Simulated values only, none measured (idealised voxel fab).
Process module heading - voxel transistor to metal
The cross-section shown here is cut; it is 205 nm wide and divided into square cells measuring 5 nm on a side.
Cross-section = grid of square cells, listed top down in bands; band = one or more rows. Per band: top height and bottom height in nm, followed by the left-to-right materials and their widths in nm; "everywhere" marks a single material spanning edge to edge, "air" marks empty space. We count height from 0. Below that, the starting wafer is all one material. The lowest band never ends at the bottom but goes on down; see "0 down" for how that is written. Think of "30->40" as a width that walks from the first number to the second as you go down the band, top row to bottom row, taking equal-sized steps from row to row. Step note "remained the same" = no cross-section cell changed. Closed-off voids of 8+ cells (no open route to the top) go in "Closed cavity list", written width x height at distance from the left edge, in nm. Whatever follows a step's settings on its line is a remark the simulator itself makes about that step. "overlay nm" answers the question of how far to the right of plan the mask lay on a step that has a mask, and when it is negative the answer is to the left. From here on the document is pairs. In a pair, the cross-section before one process step comes with the cross-section after it, and the latter goes no deeper than the lowest band that changed. What lies in between, the step and its settings, is written under the pair. A pair may be from a different run of this module on the same starting wafer than the pair above it, so it continues from that pair only where its entry headed "Pre-process cross-section" says so.

Pre-process cross-section:
55 to 40 = 50 of SiO2, then 5 of SiCN, then 15 of W, then 5 of SiCN, then 55 of SiO2, then 5 of SiCN, then 15 of W, then 5 of SiCN, then 50 of SiO2
40 to 35 = 55 of SiCN, then 15 of TiN, then 65 of SiCN, then 15 of TiN, then 55 of SiCN
35 to 25 = 50 of W, then 5 of TiN, then 15 of SiO2, then 5 of TiN, then 55 of W, then 5 of TiN, then 15 of SiO2, then 5 of TiN, then 50 of W
25 to 20 = 50 of W, then 5 of TiN, then 15 of SiO2, then 65 of TiN, then 15 of SiO2, then 5 of TiN, then 50 of W
20 to 5 = 50 of W, then 5 of TiN, then 15 of SiO2, then 10 of TiN, then 10 of SiN, then 5 of HfO2, then 5 of TiN, then 5 of W, then 5 of TiN, then 5 of HfO2, then 10 of SiN, then 10 of TiN, then 15 of SiO2, then 5 of TiN, then 50 of W
5 to 0 = 55 of TiN, then 15 of SiO2, then 10 of TiN, then 10 of SiN, then 5 of HfO2, then 15 of TiN, then 5 of HfO2, then 10 of SiN, then 10 of TiN, then 15 of SiO2, then 55 of TiN
0 to -5 = 50 of SiO2, then 30 of nSi, then 5 of SiO2, then 35 of HfO2, then 5 of SiO2, then 30 of nSi, then 50 of SiO2
-5 to -35 = 55 of SiO2, then 95 of Si, then 55 of SiO2
-35 down = Si everywhere
Closed cavity list: none

Sectional Result:
60 to 55 = SiCN everywhere
Under 55: no change, same as before.
Closed cavity list: none
The structure goes from the before cross-section above to the after cross-section through CONFORMAL_DEP with material SiCN, thk nm 5

Pre-process cross-section: check the pair just above; its after cross-section is our before state.

Sectional Result:
90 to 60 = SiO2 everywhere
Under 60: no change, same as before.
Closed cavity list: none
The structure goes from the before cross-section above to the after cross-section through DIRECTIONAL_DEP with material SiO2, thk nm 30

Pre-process cross-section: check the pair just above; its after cross-section is our before state.

Sectional Result:
90 to 70 = 55 of SiO2, then 15 of air, then 65 of SiO2, then 15 of air, then 55 of SiO2
Under 70: no change, same as before.
Closed cavity list: none
The structure goes from the before cross-section above to the after cross-section through MASKED_ETCH with tone open, mask id METAL_2, width nm 15, pitch nm 80, etch materials SiO2, depth nm 20, overlay nm 0

Pre-process cross-section: check the pair just above; its after cross-section is our before state.

Sectional Result:
105 to 90 = 55 of aC, then 15 of air, then 65 of aC, then 15 of air, then 55 of aC
90 to 85 = 55 of SiO2, then 15 of air, then 65 of SiO2, then 15 of air, then 55 of SiO2
85 to 70 = 55 of SiO2, then 15 of aC, then 65 of SiO2, then 15 of aC, then 55 of SiO2
Under 70: no change, same as before.
Closed cavity list: none
The structure goes from the before cross-section above to the after cross-section through DIRECTIONAL_DEP with material aC, thk nm 15

Pre-process cross-section: check the pair just above; its after cross-section is our before state.

Sectional Result:
140 to 105 = 55 of resist, then 15 of air, then 65 of resist, then 15 of air, then 55 of resist
Under 105: no change, same as before.
Closed cavity list: none
The structure goes from the before cross-section above to the after cross-section through PATTERN with tone open, mask id METAL_2_HOLES, material resist, width nm 15, pitch nm 80, thk nm 35, overlay nm 0

Pre-process cross-section: check the pair just above; its after cross-section is our before state.

Sectional Result:
125 to 105 = 55 of resist, then 15 of air, then 65 of resist, then 15 of air, then 55 of resist
105 to 90 = 55 of aC, then 15 of air, then 65 of aC, then 15 of air, then 55 of aC
90 to 70 = 55 of SiO2, then 15 of air, then 65 of SiO2, then 15 of air, then 55 of SiO2
Under 70: no change, same as before.
Closed cavity list: none
The structure goes from the before cross-section above to the after cross-section through DIRECTIONAL_ETCH with etch materials aC, depth nm 15

Pre-process cross-section: check the pair just above; its after cross-section is our before state.

Sectional Result:
105 to 90 = 55 of aC, then 15 of air, then 65 of aC, then 15 of air, then 55 of aC
Under 90: no change, same as before.
Closed cavity list: none
The structure goes from the before cross-section above to the after cross-section through STRIP with etch materials resist

Pre-process cross-section: check the pair just above; its after cross-section is our before state.

Sectional Result:
105 to 90 = 55 of aC, then 15 of air, then 65 of aC, then 15 of air, then 55 of aC
90 to 60 = 55 of SiO2, then 15 of air, then 65 of SiO2, then 15 of air, then 55 of SiO2
Under 60: no change, same as before.
Closed cavity list: none
The structure goes from the before cross-section above to the after cross-section through DIRECTIONAL_ETCH with etch materials SiO2, depth nm 10

Pre-process cross-section: check the pair just above; its after cross-section is our before state.

Sectional Result:
105 to 90 = 55 of aC, then 15 of air, then 65 of aC, then 15 of air, then 55 of aC
90 to 60 = 55 of SiO2, then 15 of air, then 65 of SiO2, then 15 of air, then 55 of SiO2
60 to 55 = 55 of SiCN, then 15 of air, then 65 of SiCN, then 15 of air, then 55 of SiCN
Under 55: no change, same as before.
Closed cavity list: none
The structure goes from the before cross-section above to the after cross-section through DIRECTIONAL_ETCH with etch materials SiCN, depth nm 5

Pre-process cross-section: check the pair just above; its after cross-section is our before state.

Sectional Result:
90 to 60 = 55 of SiO2, then 15 of air, then 65 of SiO2, then 15 of air, then 55 of SiO2
Under 60: no change, same as before.
Closed cavity list: none
The structure goes from the before cross-section above to the after cross-section through STRIP with etch materials aC

Pre-process cross-section: check the pair just above; its after cross-section is our before state.

Sectional Result:
95 to 90 = 60 of TiN, then 5 of air, then 75 of TiN, then 5 of air, then 60 of TiN
90 to 60 = 55 of SiO2, then 5 of TiN, then 5 of air, then 5 of TiN, then 65 of SiO2, then 5 of TiN, then 5 of air, then 5 of TiN, then 55 of SiO2
60 to 55 = 55 of SiCN, then 15 of TiN, then 65 of SiCN, then 15 of TiN, then 55 of SiCN
Under 55: no change, same as before.
Closed cavity list: none
The structure goes from the before cross-section above to the after cross-section through CONFORMAL_DEP with material TiN, thk nm 5

Pre-process cross-section: check the pair just above; its after cross-section is our before state.

Sectional Result:
100 to 95 = Cu everywhere
95 to 90 = 60 of TiN, then 5 of Cu, then 75 of TiN, then 5 of Cu, then 60 of TiN
90 to 60 = 55 of SiO2, then 5 of TiN, then 5 of Cu, then 5 of TiN, then 65 of SiO2, then 5 of TiN, then 5 of Cu, then 5 of TiN, then 55 of SiO2
Under 60: no change, same as before.
Closed cavity list: none
The structure goes from the before cross-section above to the after cross-section through FILL_DEP with material Cu, thk nm 5

Pre-process cross-section: check the pair just above; its after cross-section is our before state.

Sectional Result:
90 to 60 = 55 of SiO2, then 5 of TiN, then 5 of Cu, then 5 of TiN, then 65 of SiO2, then 5 of TiN, then 5 of Cu, then 5 of TiN, then 55 of SiO2
Under 60: no change, same as before.
Closed cavity list: none
The structure goes from the before cross-section above to the after cross-section through CMP with height nm 90

Pre-process cross-section: check the pair just above; its after cross-section is our before state.

Sectional Result:
95 to 90 = SiCN everywhere
Under 90: no change, same as before.
Closed cavity list: none
The structure goes from the before cross-section above to the after cross-section through CONFORMAL_DEP with material SiCN, thk nm 5
